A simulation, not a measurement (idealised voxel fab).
Process module under the name voxel wiring stack
We display cut, a cross-section 155 nm in width whose square cells are each 5 nm.
Think of the cross-section as a grid of square cells. We describe it in bands, top to bottom, and each band covers one or more rows of those cells. Band entry format. Leading values: height of top, height of bottom, nm. Remainder: materials in left-to-right order, each with its width in nm. Special words: "edge to edge" on a single material, which then fills the band edge to edge; "empty", empty space. Beneath 0, the wafer as received is one material, and that level is where height counting begins. The lowest band goes on downward without a bottom; it is written like "z 0 and below". The expression "30->40" gives the width at the extremes of the band, the first number at its top row of cells and the second at its bottom row, with the width changing by equal amounts from each row to the next in between. For the purposes of this document, the phrase "everything unchanged" attached to a step denotes that no cell within the cross-section was modified by that step. So "Closed cavities" is basically the list of trapped voids: any empty space of 8 cells or more that can't reach the top through an opening. They're written width x height at distance, the distance being from the left edge, and it's all nm. The remark found on a step's line after its settings is issued by the simulator itself and pertains to that step. overlay nm: how far to the right of its planned place the mask lay on this masked step (negative: to the left).
# Intended process steps
- 1: RECEIVE,material Si
- 2: CONFORMAL_DEP,material SiO2,thk nm 15
- 3: DIRECTIONAL_DEP,material TiN,thk nm 5
- 4: DIRECTIONAL_DEP,material Ru,thk nm 20
- 5: PATTERN,tone cover,mask id METAL_1,material resist,width nm 20,pitch nm 35,thk nm 15,overlay nm 0
- 6: DIRECTIONAL_ETCH,etch materials Ru,depth nm 20
- 7: DIRECTIONAL_ETCH,etch materials TiN,depth nm 5
- 8: STRIP,etch materials resist
- 9: CONFORMAL_DEP,material SiN,thk nm 5
- 10: FILL_DEP,material SiO2,thk nm 5
- 11: CMP,height nm 40
- 12: CONFORMAL_DEP,material SiCN,thk nm 5
- 13: DIRECTIONAL_DEP,material SiO2,thk nm 10
- 14: PATTERN,tone open,mask id PLUG_1,material resist,width nm 15,pitch nm 70,thk nm 15,overlay nm 0
- 15: DIRECTIONAL_ETCH,etch materials SiO2,depth nm 10
- 16: DIRECTIONAL_ETCH,etch materials SiCN,depth nm 5
- 17: STRIP,etch materials resist
- 18: CONFORMAL_DEP,material TiN,thk nm 5
- 19: FILL_DEP,material Cu,thk nm 5
- 20: CMP,height nm 55
- 21: CONFORMAL_DEP,material SiN,thk nm 5
- 22: DIRECTIONAL_DEP,material lowk,thk nm 25
- 23: DIRECTIONAL_DEP,material aC,thk nm 15
- 24: PATTERN,tone open,mask id METAL_2,material resist,width nm 20,pitch nm 35,thk nm 30,overlay nm 0
- 25: DIRECTIONAL_ETCH,etch materials aC,depth nm 15
- 26: STRIP,etch materials resist
- 27: DIRECTIONAL_ETCH,etch materials lowk,depth nm 25
- 28: DIRECTIONAL_ETCH,etch materials SiN,depth nm 5
- 29: STRIP,etch materials aC
- 30: CONFORMAL_DEP,material TiN,thk nm 5
- 31: FILL_DEP,material Cu,thk nm 10
- 32: CMP,height nm 85
- 33: EPI,material Ru,thk nm 5
- 34: FILL_DEP,material SiCN,thk nm 5
- 35: DIRECTIONAL_DEP,material SiO2,thk nm 20
- 36: PATTERN,tone open,mask id PLUG_2,material resist,width nm 15,pitch nm 35,thk nm 15,overlay nm 0
- 37: DIRECTIONAL_ETCH,etch materials SiO2,depth nm 20
- 38: DIRECTIONAL_ETCH,etch materials SiCN,depth nm 5
- 39: STRIP,etch materials resist
- 40: EPI,material Ru,thk nm 10
- 41: EPI,material Ru,thk nm 10
- 42: EPI,material Ru,thk nm 5
- 43: CONFORMAL_DEP,material SiN,thk nm 5
- 44: DIRECTIONAL_DEP,material lowk,thk nm 15
- 45: MASKED_ETCH,tone open,mask id METAL_3,width nm 20,pitch nm 35,etch materials lowk,depth nm 15,overlay nm 0
- 46: MASKED_ETCH,tone open,mask id METAL_3,width nm 20,pitch nm 35,etch materials SiN,depth nm 5,overlay nm 0
- 47: CONFORMAL_DEP,material TiN,thk nm 5
- 48: FILL_DEP,material Cu,thk nm 5
- 49: CMP,height nm 135
- 50: CONFORMAL_DEP,material SiN,thk nm 5
varied across the wafers: width nm of step 14. The plan shows the first wafer's value. All wafers start alike
# Cross-sectional view of the first of several wafers in the as-received condition, corresponding to the state following step 1
z 0 and below  Si edge to edge
Closed cavities: none
# First wafer of several, cross-section, module end, after step 50 (last)
z 140 to 135  SiN edge to edge
z 135 to 120  30 nm lowk / 5 nm TiN / 10 nm Cu / 5 nm TiN / 15 nm lowk / 5 nm TiN / 10 nm Cu / 5 nm TiN / 15 nm lowk / 5 nm TiN / 10 nm Cu / 5 nm TiN / 35 nm lowk
z 120 to 115  30 nm SiN / 20 nm TiN / 15 nm SiN / 20 nm TiN / 15 nm SiN / 20 nm TiN / 35 nm SiN
z 115 to 95  30 nm SiO2 / 15 nm Ru / 20 nm SiO2 / 15 nm Ru / 20 nm SiO2 / 15 nm Ru / 40 nm SiO2
z 95 to 85  30->25 nm SiCN / 15->30 nm Ru / 20->5 nm SiCN / 15->30 nm Ru / 20->5 nm SiCN / 15->30 nm Ru / 40->30 nm SiCN
z 85 to 60  30 nm lowk / 5 nm TiN / 10 nm Cu / 5 nm TiN / 15 nm lowk / 5 nm TiN / 10 nm Cu / 5 nm TiN / 15 nm lowk / 5 nm TiN / 10 nm Cu / 5 nm TiN / 35 nm lowk
z 60 to 55  30 nm SiN / 20 nm TiN / 15 nm SiN / 20 nm TiN / 15 nm SiN / 20 nm TiN / 35 nm SiN
z 55 to 45  30 nm SiO2 / 5 nm TiN / 5 nm Cu / 5 nm TiN / 55 nm SiO2 / 5 nm TiN / 5 nm Cu / 5 nm TiN / 40 nm SiO2
z 45 to 40  30 nm SiCN / 15 nm TiN / 55 nm SiCN / 15 nm TiN / 40 nm SiCN
z 40 to 20  25 nm SiO2 / 5 nm SiN / 20 nm Ru / 5 nm SiN / 5 nm SiO2 / 5 nm SiN / 20 nm Ru / 5 nm SiN / 5 nm SiO2 / 5 nm SiN / 20 nm Ru / 5 nm SiN / 30 nm SiO2
z 20 to 15  30 nm SiN / 20 nm TiN / 15 nm SiN / 20 nm TiN / 15 nm SiN / 20 nm TiN / 35 nm SiN
z 15 to 0  SiO2 edge to edge
z 0 and below  Si edge to edge
Closed cavities: none
# A cross-section through the last wafer at the close of the module
z 140 to 135  SiN edge to edge
z 135 to 120  30 nm lowk / 5 nm TiN / 10 nm Cu / 5 nm TiN / 15 nm lowk / 5 nm TiN / 10 nm Cu / 5 nm TiN / 15 nm lowk / 5 nm TiN / 10 nm Cu / 5 nm TiN / 35 nm lowk
z 120 to 115  30 nm SiN / 20 nm TiN / 15 nm SiN / 20 nm TiN / 15 nm SiN / 20 nm TiN / 35 nm SiN
z 115 to 95  30 nm SiO2 / 15 nm Ru / 20 nm SiO2 / 15 nm Ru / 20 nm SiO2 / 15 nm Ru / 40 nm SiO2
z 95 to 85  30->25 nm SiCN / 15->30 nm Ru / 20->5 nm SiCN / 15->30 nm Ru / 20->5 nm SiCN / 15->30 nm Ru / 40->30 nm SiCN
z 85 to 60  30 nm lowk / 5 nm TiN / 10 nm Cu / 5 nm TiN / 15 nm lowk / 5 nm TiN / 10 nm Cu / 5 nm TiN / 15 nm lowk / 5 nm TiN / 10 nm Cu / 5 nm TiN / 35 nm lowk
z 60 to 55  30 nm SiN / 20 nm TiN / 15 nm SiN / 20 nm TiN / 15 nm SiN / 20 nm TiN / 35 nm SiN
z 55 to 45  25 nm SiO2 / 5 nm TiN / 20 nm Cu / 5 nm TiN / 40 nm SiO2 / 5 nm TiN / 20 nm Cu / 5 nm TiN / 30 nm SiO2
z 45 to 40  25 nm SiCN / 30 nm TiN / 40 nm SiCN / 30 nm TiN / 30 nm SiCN
z 40 to 20  25 nm SiO2 / 5 nm SiN / 20 nm Ru / 5 nm SiN / 5 nm SiO2 / 5 nm SiN / 20 nm Ru / 5 nm SiN / 5 nm SiO2 / 5 nm SiN / 20 nm Ru / 5 nm SiN / 30 nm SiO2
z 20 to 15  30 nm SiN / 20 nm TiN / 15 nm SiN / 20 nm TiN / 15 nm SiN / 20 nm TiN / 35 nm SiN
z 15 to 0  SiO2 edge to edge
z 0 and below  Si edge to edge
Closed cavities: none
# Below, a row for every wafer. Read it as the end-of-module picture: for each material the wafer shows its cells gained (+) or lost (-) since it was received, and then its closed voids
width nm 15, +52 Cu, +111 Ru, +60 SiCN, +112 SiN, +283 SiO2, +98 TiN, +152 lowk, Closed cavities: none
width nm 20, +56 Cu, +111 Ru, +58 SiCN, +112 SiN, +279 SiO2, +100 TiN, +152 lowk, Closed cavities: none
width nm 25, +60 Cu, +111 Ru, +56 SiCN, +112 SiN, +275 SiO2, +102 TiN, +152 lowk, Closed cavities: none
width nm 30, +64 Cu, +111 Ru, +54 SiCN, +112 SiN, +271 SiO2, +104 TiN, +152 lowk, Closed cavities: none
